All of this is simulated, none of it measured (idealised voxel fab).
process module | voxel transistor to metal
cross-section cut | 200 nm wide | cells 5 nm
A cross-section is a grid of square cells, given in bands from the top down. A band is one or more rows of cells.
Each band's line starts with the height of the band's top and of its bottom, in nm. Then come its materials from left to right, each with its width in nm. One material with "throughout" fills the band from edge to edge. "air" is empty space.
Height 0 is the level under which the wafer as received is all one material. The lowest band goes on downwards, as in "0 down".
A width such as "30 to 40" changes by the same amount from each row of cells to the next, from the band's top row to its bottom row.
"no change" after a step means that no cell of the cross-section changed.
closed voids: empty space of 8 cells or more with no open way to the top, each as width x height at its distance from the left edge, in nm
after a step's settings: what the simulator itself notes on the step
overlay nm, on a step with a mask: how far to the right of its planned place the mask lay; to the left if negative
plan
1 op RECEIVE | material Si
2 op OXIDIZE | depth nm 5
3 op CONFORMAL_DEP | material SiN | thk nm 15
4 op MASKED_ETCH | tone cover | mask id ACTIVE | width nm 105 | etch materials SiN | depth nm 15 | overlay nm 0
5 op MASKED_ETCH | tone cover | mask id ACTIVE | width nm 105 | etch materials SiO2 | depth nm 5 | overlay nm 0
6 op MASKED_ETCH | tone cover | mask id ACTIVE | width nm 105 | etch materials Si | depth nm 25 | overlay nm 0
7 op FILL_DEP | material SiO2 | thk nm 5
8 op CMP | height nm 15
9 op SELECTIVE_ETCH | etch materials SiO2 | depth nm 15
10 op STRIP | etch materials SiN
11 op SELECTIVE_ETCH | etch materials SiO2 | depth nm 5
12 op OXIDIZE | depth nm 5
13 op DIRECTIONAL_DEP | material polySi | thk nm 20
14 op DIRECTIONAL_DEP | material SiCN | thk nm 15
15 op PATTERN | tone cover | mask id GATE | material resist | width nm 25 | thk nm 15 | overlay nm 0
16 op DIRECTIONAL_ETCH | etch materials SiCN | depth nm 25
17 op DIRECTIONAL_ETCH | etch materials polySi | depth nm 30
18 op STRIP | etch materials resist
19 op CONFORMAL_DEP | material SiN | thk nm 10
20 op DIRECTIONAL_ETCH | etch materials SiN | depth nm 10
21 op DIRECTIONAL_ETCH | etch materials SiO2 | depth nm 5
22 op DIRECTIONAL_ETCH | etch materials Si | depth nm 5
23 op EPI | material pSi | thk nm 5
24 op FILL_DEP | material SiO2 | thk nm 5
25 op CMP | height nm 15
26 op STRIP | etch materials polySi
27 op SELECTIVE_ETCH | etch materials SiO2 | depth nm 5
28 op CONFORMAL_DEP | material HfO2 | thk nm 5
29 op CONFORMAL_DEP | material TiN | thk nm 5
30 op FILL_DEP | material W | thk nm 10
31 op CMP | height nm 10
32 op DIRECTIONAL_DEP | material SiO2 | thk nm 15
33 op MASKED_ETCH | tone open | mask id CONTACT | width nm 15 | pitch nm 80 | etch materials SiO2 | depth nm 35 | overlay nm -15
34 op CONFORMAL_DEP | material TiN | thk nm 5
35 op FILL_DEP | material W | thk nm 10
36 op CMP | height nm 25
37 op CONFORMAL_DEP | material SiN | thk nm 5
38 op DIRECTIONAL_DEP | material lowk | thk nm 25
39 op DIRECTIONAL_DEP | material aC | thk nm 10
40 op PATTERN | tone open | mask id METAL_1 | material resist | width nm 15 | pitch nm 80 | thk nm 30 | overlay nm 0
41 op DIRECTIONAL_ETCH | etch materials aC | depth nm 10
42 op STRIP | etch materials resist
43 op DIRECTIONAL_ETCH | etch materials lowk | depth nm 25
44 op DIRECTIONAL_ETCH | etch materials SiN | depth nm 5
45 op STRIP | etch materials aC
46 op CONFORMAL_DEP | material TiN | thk nm 5
47 op FILL_DEP | material Ru | thk nm 5
48 op CMP | height nm 55
49 op CONFORMAL_DEP | material SiN | thk nm 5
varied across the wafers: overlay nm of step 33. The plan shows the first wafer's value. All wafers start alike
first wafer as received, after step 1
  0 down: Si throughout
  closed voids: none
first wafer at the end, after step 49
  60 to 55: SiN throughout
  55 to 30: lowk 50 | TiN 5 | Ru 5 | TiN 5 | lowk 65 | TiN 5 | Ru 5 | TiN 5 | lowk 55
  30 to 25: SiN 50 | TiN 15 | SiN 65 | TiN 15 | SiN 55
  25 to 15: SiO2 35 | TiN 5 | W 5 | TiN 5 | SiO2 65 | TiN 5 | W 5 | TiN 5 | SiO2 70
  15 to 10: SiO2 35 | TiN 5 | W 5 | TiN 5 | SiO2 65 | TiN 15 | SiO2 70
  10 to 0: SiO2 35 | TiN 5 | W 5 | TiN 5 | SiO2 25 | SiN 10 | HfO2 5 | TiN 5 | W 5 | TiN 5 | HfO2 5 | SiN 10 | TiN 10 | SiO2 70
  0 to -5: SiO2 35 | TiN 5 | W 5 | TiN 5 | SiO2 25 | SiN 10 | HfO2 5 | TiN 15 | HfO2 5 | SiN 10 | TiN 10 | SiO2 70
  -5 to -10: SiO2 35 | TiN 15 | SiO2 20 | pSi 5 | SiO2 5 | HfO2 35 | SiO2 5 | pSi 5 | TiN 5 | SiO2 70
  -10 to -15: SiO2 45 | pSi 30 | Si 45 | pSi 30 | SiO2 50
  -15 to -30: SiO2 45 | Si 105 | SiO2 50
  -30 down: Si throughout
  closed voids: none
last wafer at the end
  60 to 55: SiN throughout
  55 to 30: lowk 50 | TiN 5 | Ru 5 | TiN 5 | lowk 65 | TiN 5 | Ru 5 | TiN 5 | lowk 55
  30 to 25: SiN 50 | TiN 15 | SiN 65 | TiN 15 | SiN 55
  25 to 15: SiO2 65 | TiN 5 | W 5 | TiN 5 | SiO2 65 | TiN 5 | W 5 | TiN 5 | SiO2 40
  15 to 10: SiO2 65 | TiN 15 | SiO2 65 | TiN 5 | W 5 | TiN 5 | SiO2 40
  10 to 0: SiO2 65 | TiN 10 | SiN 10 | HfO2 5 | TiN 5 | W 5 | TiN 5 | HfO2 5 | SiN 10 | SiO2 25 | TiN 5 | W 5 | TiN 5 | SiO2 40
  0 to -5: SiO2 65 | TiN 10 | SiN 10 | HfO2 5 | TiN 15 | HfO2 5 | SiN 10 | SiO2 25 | TiN 5 | W 5 | TiN 5 | SiO2 40
  -5 to -10: SiO2 65 | TiN 5 | pSi 5 | SiO2 5 | HfO2 35 | SiO2 5 | pSi 5 | SiO2 20 | TiN 15 | SiO2 40
  -10 to -15: SiO2 45 | pSi 30 | Si 45 | pSi 30 | SiO2 50
  -15 to -30: SiO2 45 | Si 105 | SiO2 50
  -30 down: Si throughout
  closed voids: none
each wafer at the end: cells of each material gained (+) or lost (-) since it was received, then its closed voids
overlay nm -15 | +13 HfO2 | +10 Ru | -168 Si | +86 SiN | +283 SiO2 | +62 TiN | +10 W | +170 lowk | +14 pSi | closed voids: none
overlay nm -10 | +13 HfO2 | +10 Ru | -168 Si | +86 SiN | +279 SiO2 | +63 TiN | +13 W | +170 lowk | +14 pSi | closed voids: none
overlay nm -5 | +13 HfO2 | +10 Ru | -168 Si | +86 SiN | +278 SiO2 | +63 TiN | +14 W | +170 lowk | +14 pSi | closed voids: none
overlay nm 0 | +13 HfO2 | +10 Ru | -168 Si | +86 SiN | +278 SiO2 | +63 TiN | +14 W | +170 lowk | +14 pSi | closed voids: none
overlay nm 5 | +13 HfO2 | +10 Ru | -168 Si | +86 SiN | +278 SiO2 | +63 TiN | +14 W | +170 lowk | +14 pSi | closed voids: none
overlay nm 10 | +13 HfO2 | +10 Ru | -168 Si | +86 SiN | +279 SiO2 | +63 TiN | +13 W | +170 lowk | +14 pSi | closed voids: none
overlay nm 15 | +13 HfO2 | +10 Ru | -168 Si | +86 SiN | +283 SiO2 | +62 TiN | +10 W | +170 lowk | +14 pSi | closed voids: none
